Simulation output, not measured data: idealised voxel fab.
This section sets out a process module, namely voxel wiring stack.
FYI the section here is cut, 210 nm wide, cells are 5 nm squares.
How to read a cross-section here: the picture is a grid of square cells, written as bands going from the top down, and any band can span one or more rows of cells. First you get the band's top height and its bottom height, in nm, and then the materials it's made of, left to right, with each width in nm. If you see a single material with "all across", that one covers the band edge to edge. "blank" is empty space. Heights are reckoned from 0. Under this level, the received wafer is all of one material. The bottommost band is open-ended downward, for example "z 0 and below". A two-number width, for instance "30->40", indicates that the width is equal to the first number in the top row of the band and to the second number in the bottom row, and that it changes by a constant amount per row of cells. For the purposes of this document, the phrase "nothing altered" attached to a step denotes that no cell within the cross-section was modified by that step. Entry "Completely enclosed voids". Content: empty spaces with no open connection to the top, size 8 cells or greater. Each: width x height at distance. Distance: from left edge. Unit: nm. The remark found on a step's line after its settings is issued by the simulator itself and pertains to that step. overlay nm, on a step with a mask: how far to the right of its planned place the mask lay; to the left if negative.
HERE'S WHAT THE PLANNED PROCESS STEPS LOOK LIKE
1: op RECEIVE | material Si
2: op CONFORMAL_DEP | material SiO2 | thk nm 10
3: op CONFORMAL_DEP | material SiCN | thk nm 5
4: op DIRECTIONAL_DEP | material SiO2 | thk nm 25
5: op PATTERN | tone open | mask id METAL_1 | material resist | width nm 30 | pitch nm 60 | thk nm 20 | overlay nm 0
6: op DIRECTIONAL_ETCH | etch materials SiO2 | depth nm 25
7: op DIRECTIONAL_ETCH | etch materials SiCN | depth nm 5
8: op STRIP | etch materials resist
9: op CONFORMAL_DEP | material TiN | thk nm 5
10: op FILL_DEP | material Cu | thk nm 5
11: op CMP | height nm 40
12: op CONFORMAL_DEP | material SiCN | thk nm 5
13: op DIRECTIONAL_DEP | material lowk | thk nm 25
14: op PATTERN | tone open | mask id METAL_2_HOLES | material resist | width nm 15 | pitch nm 60 | thk nm 20 | overlay nm 0
15: op DIRECTIONAL_ETCH | etch materials lowk | depth nm 25
16: op STRIP | etch materials resist
17: op PATTERN | tone open | mask id METAL_2 | material resist | width nm 30 | pitch nm 60 | thk nm 20 | overlay nm 0
18: op DIRECTIONAL_ETCH | etch materials lowk | depth nm 15
19: op DIRECTIONAL_ETCH | etch materials SiCN | depth nm 5
20: op STRIP | etch materials resist
21: op CONFORMAL_DEP | material TiN | thk nm 5
22: op FILL_DEP | material Ru | thk nm 10
23: op CMP | height nm 70
24: op CONFORMAL_DEP | material SiCN | thk nm 5
25: op DIRECTIONAL_DEP | material SiO2 | thk nm 15
26: op PATTERN | tone open | mask id PLUG_2 | material resist | width nm 15 | thk nm 15 | overlay nm 0
27: op DIRECTIONAL_ETCH | etch materials SiO2 | depth nm 15
28: op DIRECTIONAL_ETCH | etch materials SiCN | depth nm 5
29: op STRIP | etch materials resist
30: op EPI | material Ru | thk nm 10
31: op EPI | material Ru | thk nm 10
32: op DIRECTIONAL_DEP | material TiN | thk nm 5
33: op DIRECTIONAL_DEP | material Ru | thk nm 20
34: op PATTERN | tone cover | mask id METAL_3 | material resist | width nm 30 | pitch nm 60 | thk nm 20 | overlay nm 0
35: op DIRECTIONAL_ETCH | etch materials Ru | depth nm 20
36: op DIRECTIONAL_ETCH | etch materials TiN | depth nm 5
37: op STRIP | etch materials resist
38: op CONFORMAL_DEP | material SiCN | thk nm 5
39: op FILL_DEP | material SiO2 | thk nm 10
40: op CMP | height nm 115
41: op CONFORMAL_DEP | material SiCN | thk nm 5
42: op DIRECTIONAL_DEP | material SiO2 | thk nm 30
43: op PATTERN | tone open | mask id METAL_4_HOLES | material resist | width nm 15 | pitch nm 60 | thk nm 15 | overlay nm 0
44: op DIRECTIONAL_ETCH | etch materials SiO2 | depth nm 30
45: op STRIP | etch materials resist
46: op MASKED_ETCH | tone open | mask id METAL_4 | width nm 30 | pitch nm 60 | etch materials SiO2 | depth nm 15 | overlay nm 0
47: op MASKED_ETCH | tone open | mask id METAL_4 | width nm 30 | pitch nm 60 | etch materials SiCN | depth nm 5 | overlay nm 0
48: op CONFORMAL_DEP | material TiN | thk nm 5
49: op FILL_DEP | material Cu | thk nm 10
50: op CMP | height nm 150
51: op CONFORMAL_DEP | material SiCN | thk nm 5
ACCOUNT OF THE FIRST OF TWO WAFERS, WHICH WAS PROCESSED AS INTENDED
CROSS-SECTIONAL VIEW OF THE WAFER IN ITS AS-RECEIVED CONDITION, CORRESPONDING TO THE STATE AFTER STEP 1
	z 0 and below  Si all across
	Completely enclosed voids: none
AFTER STEP 2
	z 10 to 0  SiO2 all across
	Under the height 0 nothing was changed.
AFTER STEP 3
	z 15 to 10  SiCN all across
	Under the height 10 nothing was changed.
AFTER STEP 4
	z 40 to 15  SiO2 all across
	Under the height 15 nothing was changed.
AFTER STEP 5
	z 60 to 40  60 nm resist  30 nm blank  30 nm resist  30 nm blank  60 nm resist
	Under the height 40 nothing was changed.
AFTER STEP 6
	z 60 to 40  60 nm resist  30 nm blank  30 nm resist  30 nm blank  60 nm resist
	z 40 to 15  60 nm SiO2  30 nm blank  30 nm SiO2  30 nm blank  60 nm SiO2
	Under the height 15 nothing was changed.
AFTER STEP 7
	z 60 to 40  60 nm resist  30 nm blank  30 nm resist  30 nm blank  60 nm resist
	z 40 to 15  60 nm SiO2  30 nm blank  30 nm SiO2  30 nm blank  60 nm SiO2
	z 15 to 10  60 nm SiCN  30 nm blank  30 nm SiCN  30 nm blank  60 nm SiCN
	Under the height 10 nothing was changed.
AFTER STEP 8
	z 40 to 15  60 nm SiO2  30 nm blank  30 nm SiO2  30 nm blank  60 nm SiO2
	Under the height 15 nothing was changed.
AFTER STEP 9
	z 45 to 40  65 nm TiN  20 nm blank  40 nm TiN  20 nm blank  65 nm TiN
	z 40 to 15  60 nm SiO2  5 nm TiN  20 nm blank  5 nm TiN  30 nm SiO2  5 nm TiN  20 nm blank  5 nm TiN  60 nm SiO2
	z 15 to 10  60 nm SiCN  30 nm TiN  30 nm SiCN  30 nm TiN  60 nm SiCN
	Under the height 10 nothing was changed.
AFTER STEP 10
	z 50 to 45  Cu all across
	z 45 to 40  65 nm TiN  20 nm Cu  40 nm TiN  20 nm Cu  65 nm TiN
	z 40 to 15  60 nm SiO2  5 nm TiN  20 nm Cu  5 nm TiN  30 nm SiO2  5 nm TiN  20 nm Cu  5 nm TiN  60 nm SiO2
	Under the height 15 nothing was changed.
AFTER STEP 11
	z 40 to 15  60 nm SiO2  5 nm TiN  20 nm Cu  5 nm TiN  30 nm SiO2  5 nm TiN  20 nm Cu  5 nm TiN  60 nm SiO2
	Under the height 15 nothing was changed.
AFTER STEP 12
	z 45 to 40  SiCN all across
	Under the height 40 nothing was changed.
AFTER STEP 13
	z 70 to 45  lowk all across
	Under the height 45 nothing was changed.
AFTER STEP 14
	z 90 to 70  60 nm resist  15 nm blank  45 nm resist  15 nm blank  75 nm resist
	Under the height 70 nothing was changed.
AFTER STEP 15
	z 90 to 70  60 nm resist  15 nm blank  45 nm resist  15 nm blank  75 nm resist
	z 70 to 45  60 nm lowk  15 nm blank  45 nm lowk  15 nm blank  75 nm lowk
	Under the height 45 nothing was changed.
AFTER STEP 16
	z 70 to 45  60 nm lowk  15 nm blank  45 nm lowk  15 nm blank  75 nm lowk
	Under the height 45 nothing was changed.
AFTER STEP 17
	z 90 to 70  60 nm resist  30 nm blank  30 nm resist  30 nm blank  60 nm resist
	Under the height 70 nothing was changed.
AFTER STEP 18
	z 90 to 70  60 nm resist  30 nm blank  30 nm resist  30 nm blank  60 nm resist
	z 70 to 55  60 nm lowk  30 nm blank  30 nm lowk  30 nm blank  60 nm lowk
	Under the height 55 nothing was changed.
AFTER STEP 19
	z 90 to 70  60 nm resist  30 nm blank  30 nm resist  30 nm blank  60 nm resist
	z 70 to 55  60 nm lowk  30 nm blank  30 nm lowk  30 nm blank  60 nm lowk
	z 55 to 45  60 nm lowk  15 nm blank  45 nm lowk  15 nm blank  75 nm lowk
	z 45 to 40  60 nm SiCN  15 nm blank  45 nm SiCN  15 nm blank  75 nm SiCN
	Under the height 40 nothing was changed.
AFTER STEP 20
	z 70 to 55  60 nm lowk  30 nm blank  30 nm lowk  30 nm blank  60 nm lowk
	Under the height 55 nothing was changed.
AFTER STEP 21
	z 75 to 70  65 nm TiN  20 nm blank  40 nm TiN  20 nm blank  65 nm TiN
	z 70 to 60  60 nm lowk  5 nm TiN  20 nm blank  5 nm TiN  30 nm lowk  5 nm TiN  20 nm blank  5 nm TiN  60 nm lowk
	z 60 to 55  60 nm lowk  5 nm TiN  5 nm blank  20 nm TiN  30 nm lowk  5 nm TiN  5 nm blank  20 nm TiN  60 nm lowk
	z 55 to 45  60 nm lowk  5 nm TiN  5 nm blank  5 nm TiN  45 nm lowk  5 nm TiN  5 nm blank  5 nm TiN  75 nm lowk
	z 45 to 40  60 nm SiCN  15 nm TiN  45 nm SiCN  15 nm TiN  75 nm SiCN
	Under the height 40 nothing was changed.
AFTER STEP 22
	z 85 to 75  Ru all across
	z 75 to 70  65 nm TiN  20 nm Ru  40 nm TiN  20 nm Ru  65 nm TiN
	z 70 to 60  60 nm lowk  5 nm TiN  20 nm Ru  5 nm TiN  30 nm lowk  5 nm TiN  20 nm Ru  5 nm TiN  60 nm lowk
	z 60 to 55  60 nm lowk  5 nm TiN  5 nm Ru  20 nm TiN  30 nm lowk  5 nm TiN  5 nm Ru  20 nm TiN  60 nm lowk
	z 55 to 45  60 nm lowk  5 nm TiN  5 nm Ru  5 nm TiN  45 nm lowk  5 nm TiN  5 nm Ru  5 nm TiN  75 nm lowk
	Under the height 45 nothing was changed.
AFTER STEP 23
	z 70 to 60  60 nm lowk  5 nm TiN  20 nm Ru  5 nm TiN  30 nm lowk  5 nm TiN  20 nm Ru  5 nm TiN  60 nm lowk
	Under the height 60 nothing was changed.
AFTER STEP 24
	z 75 to 70  SiCN all across
	Under the height 70 nothing was changed.
AFTER STEP 25
	z 90 to 75  SiO2 all across
	Under the height 75 nothing was changed.
AFTER STEP 26
	z 105 to 90  60 nm resist  15 nm blank  135 nm resist
	Under the height 90 nothing was changed.
AFTER STEP 27
	z 105 to 90  60 nm resist  15 nm blank  135 nm resist
	z 90 to 75  60 nm SiO2  15 nm blank  135 nm SiO2
	Under the height 75 nothing was changed.
AFTER STEP 28
	z 105 to 90  60 nm resist  15 nm blank  135 nm resist
	z 90 to 75  60 nm SiO2  15 nm blank  135 nm SiO2
	z 75 to 70  60 nm SiCN  15 nm blank  135 nm SiCN
	Under the height 70 nothing was changed.
AFTER STEP 29
	z 90 to 75  60 nm SiO2  15 nm blank  135 nm SiO2
	Under the height 75 nothing was changed.
AFTER STEP 30
	z 90 to 80  60 nm SiO2  15 nm blank  135 nm SiO2
	z 80 to 75  60 nm SiO2  15 nm Ru  135 nm SiO2
	z 75 to 70  60 nm SiCN  15 nm Ru  135 nm SiCN
	Under the height 70 nothing was changed.
AFTER STEP 31
	z 90 to 75  60 nm SiO2  15 nm Ru  135 nm SiO2
	Under the height 75 nothing was changed.
AFTER STEP 32
	z 95 to 90  TiN all across
	Under the height 90 nothing was changed.
AFTER STEP 33
	z 115 to 95  Ru all across
	Under the height 95 nothing was changed.
AFTER STEP 34
	z 135 to 115  60 nm blank  30 nm resist  30 nm blank  30 nm resist  60 nm blank
	Under the height 115 nothing was changed.
AFTER STEP 35
	z 135 to 115  60 nm blank  30 nm resist  30 nm blank  30 nm resist  60 nm blank
	z 115 to 95  60 nm blank  30 nm Ru  30 nm blank  30 nm Ru  60 nm blank
	Under the height 95 nothing was changed.
AFTER STEP 36
	z 135 to 115  60 nm blank  30 nm resist  30 nm blank  30 nm resist  60 nm blank
	z 115 to 95  60 nm blank  30 nm Ru  30 nm blank  30 nm Ru  60 nm blank
	z 95 to 90  60 nm blank  30 nm TiN  30 nm blank  30 nm TiN  60 nm blank
	Under the height 90 nothing was changed.
AFTER STEP 37
	z 115 to 95  60 nm blank  30 nm Ru  30 nm blank  30 nm Ru  60 nm blank
	Under the height 95 nothing was changed.
AFTER STEP 38
	z 120 to 115  55 nm blank  40 nm SiCN  20 nm blank  40 nm SiCN  55 nm blank
	z 115 to 95  55 nm blank  5 nm SiCN  30 nm Ru  5 nm SiCN  20 nm blank  5 nm SiCN  30 nm Ru  5 nm SiCN  55 nm blank
	z 95 to 90  60 nm SiCN  30 nm TiN  30 nm SiCN  30 nm TiN  60 nm SiCN
	Under the height 90 nothing was changed.
AFTER STEP 39
	z 130 to 120  SiO2 all across
	z 120 to 115  55 nm SiO2  40 nm SiCN  20 nm SiO2  40 nm SiCN  55 nm SiO2
	z 115 to 95  55 nm SiO2  5 nm SiCN  30 nm Ru  5 nm SiCN  20 nm SiO2  5 nm SiCN  30 nm Ru  5 nm SiCN  55 nm SiO2
	Under the height 95 nothing was changed.
AFTER STEP 40
	z 115 to 95  55 nm SiO2  5 nm SiCN  30 nm Ru  5 nm SiCN  20 nm SiO2  5 nm SiCN  30 nm Ru  5 nm SiCN  55 nm SiO2
	Under the height 95 nothing was changed.
AFTER STEP 41
	z 120 to 115  SiCN all across
	Under the height 115 nothing was changed.
AFTER STEP 42
	z 150 to 120  SiO2 all across
	Under the height 120 nothing was changed.
AFTER STEP 43
	z 165 to 150  60 nm resist  15 nm blank  45 nm resist  15 nm blank  75 nm resist
	Under the height 150 nothing was changed.
AFTER STEP 44
	z 165 to 150  60 nm resist  15 nm blank  45 nm resist  15 nm blank  75 nm resist
	z 150 to 120  60 nm SiO2  15 nm blank  45 nm SiO2  15 nm blank  75 nm SiO2
	Under the height 120 nothing was changed.
AFTER STEP 45
	z 150 to 120  60 nm SiO2  15 nm blank  45 nm SiO2  15 nm blank  75 nm SiO2
	Under the height 120 nothing was changed.
AFTER STEP 46
	z 150 to 135  60 nm SiO2  30 nm blank  30 nm SiO2  30 nm blank  60 nm SiO2
	Under the height 135 nothing was changed.
AFTER STEP 47
	z 150 to 135  60 nm SiO2  30 nm blank  30 nm SiO2  30 nm blank  60 nm SiO2
	z 135 to 120  60 nm SiO2  15 nm blank  45 nm SiO2  15 nm blank  75 nm SiO2
	z 120 to 115  60 nm SiCN  15 nm blank  45 nm SiCN  15 nm blank  75 nm SiCN
	Under the height 115 nothing was changed.
AFTER STEP 48
	z 155 to 150  65 nm TiN  20 nm blank  40 nm TiN  20 nm blank  65 nm TiN
	z 150 to 140  60 nm SiO2  5 nm TiN  20 nm blank  5 nm TiN  30 nm SiO2  5 nm TiN  20 nm blank  5 nm TiN  60 nm SiO2
	z 140 to 135  60 nm SiO2  5 nm TiN  5 nm blank  20 nm TiN  30 nm SiO2  5 nm TiN  5 nm blank  20 nm TiN  60 nm SiO2
	z 135 to 120  60 nm SiO2  5 nm TiN  5 nm blank  5 nm TiN  45 nm SiO2  5 nm TiN  5 nm blank  5 nm TiN  75 nm SiO2
	z 120 to 115  60 nm SiCN  15 nm TiN  45 nm SiCN  15 nm TiN  75 nm SiCN
	Under the height 115 nothing was changed.
AFTER STEP 49
	z 165 to 155  Cu all across
	z 155 to 150  65 nm TiN  20 nm Cu  40 nm TiN  20 nm Cu  65 nm TiN
	z 150 to 140  60 nm SiO2  5 nm TiN  20 nm Cu  5 nm TiN  30 nm SiO2  5 nm TiN  20 nm Cu  5 nm TiN  60 nm SiO2
	z 140 to 135  60 nm SiO2  5 nm TiN  5 nm Cu  20 nm TiN  30 nm SiO2  5 nm TiN  5 nm Cu  20 nm TiN  60 nm SiO2
	z 135 to 120  60 nm SiO2  5 nm TiN  5 nm Cu  5 nm TiN  45 nm SiO2  5 nm TiN  5 nm Cu  5 nm TiN  75 nm SiO2
	Under the height 120 nothing was changed.
AFTER STEP 50
	z 150 to 140  60 nm SiO2  5 nm TiN  20 nm Cu  5 nm TiN  30 nm SiO2  5 nm TiN  20 nm Cu  5 nm TiN  60 nm SiO2
	Under the height 140 nothing was changed.
AFTER STEP 51
	z 155 to 150  SiCN all across
	Under the height 150 nothing was changed.
SECOND OF TWO: SAME START, SAME PLAN, ONE RUN ERROR; STEPS UP TO AND INCLUDING 16 MATCH THE FIRST
THE SECOND WAFER CUT THROUGH, AT THE TIME STEP 17 WAS SUPPOSED TO BE FINISHED
	z 90 to 70  60 nm blank  30 nm resist  30 nm blank  30 nm resist  60 nm blank
	z 70 to 45  60 nm lowk  15 nm resist  45 nm lowk  15 nm resist  75 nm lowk
	Under the height 45 nothing was changed.
THE SECOND WAFER CUT THROUGH, AT THE TIME STEP 18 WAS SUPPOSED TO BE FINISHED
	z 90 to 70  60 nm blank  30 nm resist  30 nm blank  30 nm resist  60 nm blank
	z 70 to 55  60 nm blank  15 nm resist  15 nm lowk  30 nm blank  15 nm resist  15 nm lowk  60 nm blank
	Under the height 55 nothing was changed.
The second wafer cut through, at the time step 19 was supposed to be finished: nothing altered
THE SECOND WAFER CUT THROUGH, AT THE TIME STEP 20 WAS SUPPOSED TO BE FINISHED
	z 70 to 55  75 nm blank  15 nm lowk  45 nm blank  15 nm lowk  60 nm blank
	z 55 to 45  60 nm lowk  15 nm blank  45 nm lowk  15 nm blank  75 nm lowk
	Under the height 45 nothing was changed.
THE SECOND WAFER CUT THROUGH, AT THE TIME STEP 21 WAS SUPPOSED TO BE FINISHED
	z 75 to 70  70 nm blank  25 nm TiN  35 nm blank  25 nm TiN  55 nm blank
	z 70 to 60  70 nm blank  5 nm TiN  15 nm lowk  5 nm TiN  35 nm blank  5 nm TiN  15 nm lowk  5 nm TiN  55 nm blank
	z 60 to 55  65 nm TiN  5 nm blank  5 nm TiN  15 nm lowk  35 nm TiN  5 nm blank  5 nm TiN  15 nm lowk  60 nm TiN
	z 55 to 50  60 nm lowk  5 nm TiN  5 nm blank  5 nm TiN  45 nm lowk  5 nm TiN  5 nm blank  5 nm TiN  75 nm lowk
	z 50 to 45  60 nm lowk  15 nm TiN  45 nm lowk  15 nm TiN  75 nm lowk
	Under the height 45 nothing was changed.
THE SECOND WAFER CUT THROUGH, AT THE TIME STEP 22 WAS SUPPOSED TO BE FINISHED
	z 85 to 75  Ru all across
	z 75 to 70  70 nm Ru  25 nm TiN  35 nm Ru  25 nm TiN  55 nm Ru
	z 70 to 60  70 nm Ru  5 nm TiN  15 nm lowk  5 nm TiN  35 nm Ru  5 nm TiN  15 nm lowk  5 nm TiN  55 nm Ru
	z 60 to 55  65 nm TiN  5 nm Ru  5 nm TiN  15 nm lowk  35 nm TiN  5 nm Ru  5 nm TiN  15 nm lowk  60 nm TiN
	z 55 to 50  60 nm lowk  5 nm TiN  5 nm Ru  5 nm TiN  45 nm lowk  5 nm TiN  5 nm Ru  5 nm TiN  75 nm lowk
	Under the height 50 nothing was changed.
THE SECOND WAFER CUT THROUGH, AT THE TIME STEP 23 WAS SUPPOSED TO BE FINISHED
	z 70 to 60  70 nm Ru  5 nm TiN  15 nm lowk  5 nm TiN  35 nm Ru  5 nm TiN  15 nm lowk  5 nm TiN  55 nm Ru
	Under the height 60 nothing was changed.
THE SECOND WAFER CUT THROUGH, AT THE TIME STEP 24 WAS SUPPOSED TO BE FINISHED
	z 75 to 70  SiCN all across
	Under the height 70 nothing was changed.
THE SECOND WAFER CUT THROUGH, AT THE TIME STEP 25 WAS SUPPOSED TO BE FINISHED
	z 90 to 75  SiO2 all across
	Under the height 75 nothing was changed.
THE SECOND WAFER CUT THROUGH, AT THE TIME STEP 26 WAS SUPPOSED TO BE FINISHED
	z 105 to 90  60 nm resist  15 nm blank  135 nm resist
	Under the height 90 nothing was changed.
THE SECOND WAFER CUT THROUGH, AT THE TIME STEP 27 WAS SUPPOSED TO BE FINISHED
	z 105 to 90  60 nm resist  15 nm blank  135 nm resist
	z 90 to 75  60 nm SiO2  15 nm blank  135 nm SiO2
	Under the height 75 nothing was changed.
THE SECOND WAFER CUT THROUGH, AT THE TIME STEP 28 WAS SUPPOSED TO BE FINISHED
	z 105 to 90  60 nm resist  15 nm blank  135 nm resist
	z 90 to 75  60 nm SiO2  15 nm blank  135 nm SiO2
	z 75 to 70  60 nm SiCN  15 nm blank  135 nm SiCN
	Under the height 70 nothing was changed.
THE SECOND WAFER CUT THROUGH, AT THE TIME STEP 29 WAS SUPPOSED TO BE FINISHED
	z 90 to 75  60 nm SiO2  15 nm blank  135 nm SiO2
	Under the height 75 nothing was changed.
THE SECOND WAFER CUT THROUGH, AT THE TIME STEP 30 WAS SUPPOSED TO BE FINISHED
	z 90 to 80  60 nm SiO2  15 nm blank  135 nm SiO2
	z 80 to 75  60 nm SiO2  15 nm Ru  135 nm SiO2
	z 75 to 70  60 nm SiCN  15 nm Ru  135 nm SiCN
	Under the height 70 nothing was changed.
THE SECOND WAFER CUT THROUGH, AT THE TIME STEP 31 WAS SUPPOSED TO BE FINISHED
	z 90 to 75  60 nm SiO2  15 nm Ru  135 nm SiO2
	Under the height 75 nothing was changed.
THE SECOND WAFER CUT THROUGH, AT THE TIME STEP 32 WAS SUPPOSED TO BE FINISHED
	z 95 to 90  TiN all across
	Under the height 90 nothing was changed.
THE SECOND WAFER CUT THROUGH, AT THE TIME STEP 33 WAS SUPPOSED TO BE FINISHED
	z 115 to 95  Ru all across
	Under the height 95 nothing was changed.
THE SECOND WAFER CUT THROUGH, AT THE TIME STEP 34 WAS SUPPOSED TO BE FINISHED
	z 135 to 115  60 nm blank  30 nm resist  30 nm blank  30 nm resist  60 nm blank
	Under the height 115 nothing was changed.
THE SECOND WAFER CUT THROUGH, AT THE TIME STEP 35 WAS SUPPOSED TO BE FINISHED
	z 135 to 115  60 nm blank  30 nm resist  30 nm blank  30 nm resist  60 nm blank
	z 115 to 95  60 nm blank  30 nm Ru  30 nm blank  30 nm Ru  60 nm blank
	Under the height 95 nothing was changed.
THE SECOND WAFER CUT THROUGH, AT THE TIME STEP 36 WAS SUPPOSED TO BE FINISHED
	z 135 to 115  60 nm blank  30 nm resist  30 nm blank  30 nm resist  60 nm blank
	z 115 to 95  60 nm blank  30 nm Ru  30 nm blank  30 nm Ru  60 nm blank
	z 95 to 90  60 nm blank  30 nm TiN  30 nm blank  30 nm TiN  60 nm blank
	Under the height 90 nothing was changed.
THE SECOND WAFER CUT THROUGH, AT THE TIME STEP 37 WAS SUPPOSED TO BE FINISHED
	z 115 to 95  60 nm blank  30 nm Ru  30 nm blank  30 nm Ru  60 nm blank
	Under the height 95 nothing was changed.
THE SECOND WAFER CUT THROUGH, AT THE TIME STEP 38 WAS SUPPOSED TO BE FINISHED
	z 120 to 115  55 nm blank  40 nm SiCN  20 nm blank  40 nm SiCN  55 nm blank
	z 115 to 95  55 nm blank  5 nm SiCN  30 nm Ru  5 nm SiCN  20 nm blank  5 nm SiCN  30 nm Ru  5 nm SiCN  55 nm blank
	z 95 to 90  60 nm SiCN  30 nm TiN  30 nm SiCN  30 nm TiN  60 nm SiCN
	Under the height 90 nothing was changed.
THE SECOND WAFER CUT THROUGH, AT THE TIME STEP 39 WAS SUPPOSED TO BE FINISHED
	z 130 to 120  SiO2 all across
	z 120 to 115  55 nm SiO2  40 nm SiCN  20 nm SiO2  40 nm SiCN  55 nm SiO2
	z 115 to 95  55 nm SiO2  5 nm SiCN  30 nm Ru  5 nm SiCN  20 nm SiO2  5 nm SiCN  30 nm Ru  5 nm SiCN  55 nm SiO2
	Under the height 95 nothing was changed.
THE SECOND WAFER CUT THROUGH, AT THE TIME STEP 40 WAS SUPPOSED TO BE FINISHED
	z 115 to 95  55 nm SiO2  5 nm SiCN  30 nm Ru  5 nm SiCN  20 nm SiO2  5 nm SiCN  30 nm Ru  5 nm SiCN  55 nm SiO2
	Under the height 95 nothing was changed.
THE SECOND WAFER CUT THROUGH, AT THE TIME STEP 41 WAS SUPPOSED TO BE FINISHED
	z 120 to 115  SiCN all across
	Under the height 115 nothing was changed.
THE SECOND WAFER CUT THROUGH, AT THE TIME STEP 42 WAS SUPPOSED TO BE FINISHED
	z 150 to 120  SiO2 all across
	Under the height 120 nothing was changed.
THE SECOND WAFER CUT THROUGH, AT THE TIME STEP 43 WAS SUPPOSED TO BE FINISHED
	z 165 to 150  60 nm resist  15 nm blank  45 nm resist  15 nm blank  75 nm resist
	Under the height 150 nothing was changed.
THE SECOND WAFER CUT THROUGH, AT THE TIME STEP 44 WAS SUPPOSED TO BE FINISHED
	z 165 to 150  60 nm resist  15 nm blank  45 nm resist  15 nm blank  75 nm resist
	z 150 to 120  60 nm SiO2  15 nm blank  45 nm SiO2  15 nm blank  75 nm SiO2
	Under the height 120 nothing was changed.
THE SECOND WAFER CUT THROUGH, AT THE TIME STEP 45 WAS SUPPOSED TO BE FINISHED
	z 150 to 120  60 nm SiO2  15 nm blank  45 nm SiO2  15 nm blank  75 nm SiO2
	Under the height 120 nothing was changed.
THE SECOND WAFER CUT THROUGH, AT THE TIME STEP 46 WAS SUPPOSED TO BE FINISHED
	z 150 to 135  60 nm SiO2  30 nm blank  30 nm SiO2  30 nm blank  60 nm SiO2
	Under the height 135 nothing was changed.
THE SECOND WAFER CUT THROUGH, AT THE TIME STEP 47 WAS SUPPOSED TO BE FINISHED
	z 150 to 135  60 nm SiO2  30 nm blank  30 nm SiO2  30 nm blank  60 nm SiO2
	z 135 to 120  60 nm SiO2  15 nm blank  45 nm SiO2  15 nm blank  75 nm SiO2
	z 120 to 115  60 nm SiCN  15 nm blank  45 nm SiCN  15 nm blank  75 nm SiCN
	Under the height 115 nothing was changed.
THE SECOND WAFER CUT THROUGH, AT THE TIME STEP 48 WAS SUPPOSED TO BE FINISHED
	z 155 to 150  65 nm TiN  20 nm blank  40 nm TiN  20 nm blank  65 nm TiN
	z 150 to 140  60 nm SiO2  5 nm TiN  20 nm blank  5 nm TiN  30 nm SiO2  5 nm TiN  20 nm blank  5 nm TiN  60 nm SiO2
	z 140 to 135  60 nm SiO2  5 nm TiN  5 nm blank  20 nm TiN  30 nm SiO2  5 nm TiN  5 nm blank  20 nm TiN  60 nm SiO2
	z 135 to 120  60 nm SiO2  5 nm TiN  5 nm blank  5 nm TiN  45 nm SiO2  5 nm TiN  5 nm blank  5 nm TiN  75 nm SiO2
	z 120 to 115  60 nm SiCN  15 nm TiN  45 nm SiCN  15 nm TiN  75 nm SiCN
	Under the height 115 nothing was changed.
THE SECOND WAFER CUT THROUGH, AT THE TIME STEP 49 WAS SUPPOSED TO BE FINISHED
	z 165 to 155  Cu all across
	z 155 to 150  65 nm TiN  20 nm Cu  40 nm TiN  20 nm Cu  65 nm TiN
	z 150 to 140  60 nm SiO2  5 nm TiN  20 nm Cu  5 nm TiN  30 nm SiO2  5 nm TiN  20 nm Cu  5 nm TiN  60 nm SiO2
	z 140 to 135  60 nm SiO2  5 nm TiN  5 nm Cu  20 nm TiN  30 nm SiO2  5 nm TiN  5 nm Cu  20 nm TiN  60 nm SiO2
	z 135 to 120  60 nm SiO2  5 nm TiN  5 nm Cu  5 nm TiN  45 nm SiO2  5 nm TiN  5 nm Cu  5 nm TiN  75 nm SiO2
	Under the height 120 nothing was changed.
THE SECOND WAFER CUT THROUGH, AT THE TIME STEP 50 WAS SUPPOSED TO BE FINISHED
	z 150 to 140  60 nm SiO2  5 nm TiN  20 nm Cu  5 nm TiN  30 nm SiO2  5 nm TiN  20 nm Cu  5 nm TiN  60 nm SiO2
	Under the height 140 nothing was changed.
THE SECOND WAFER CUT THROUGH, AT THE TIME STEP 51 WAS SUPPOSED TO BE FINISHED
	z 155 to 150  SiCN all across
	Under the height 150 nothing was changed.
What broke from the plan during processing? step 17: run off-plan, actual operation and settings op PATTERN | tone cover | mask id METAL_2 | material resist | width nm 30 | pitch nm 60 | thk nm 20 | overlay nm 0
Final wafer comparison in cells, second versus first, more or fewer per material: +46 Ru; +6 SiCN; +20 TiN; -72 lowk
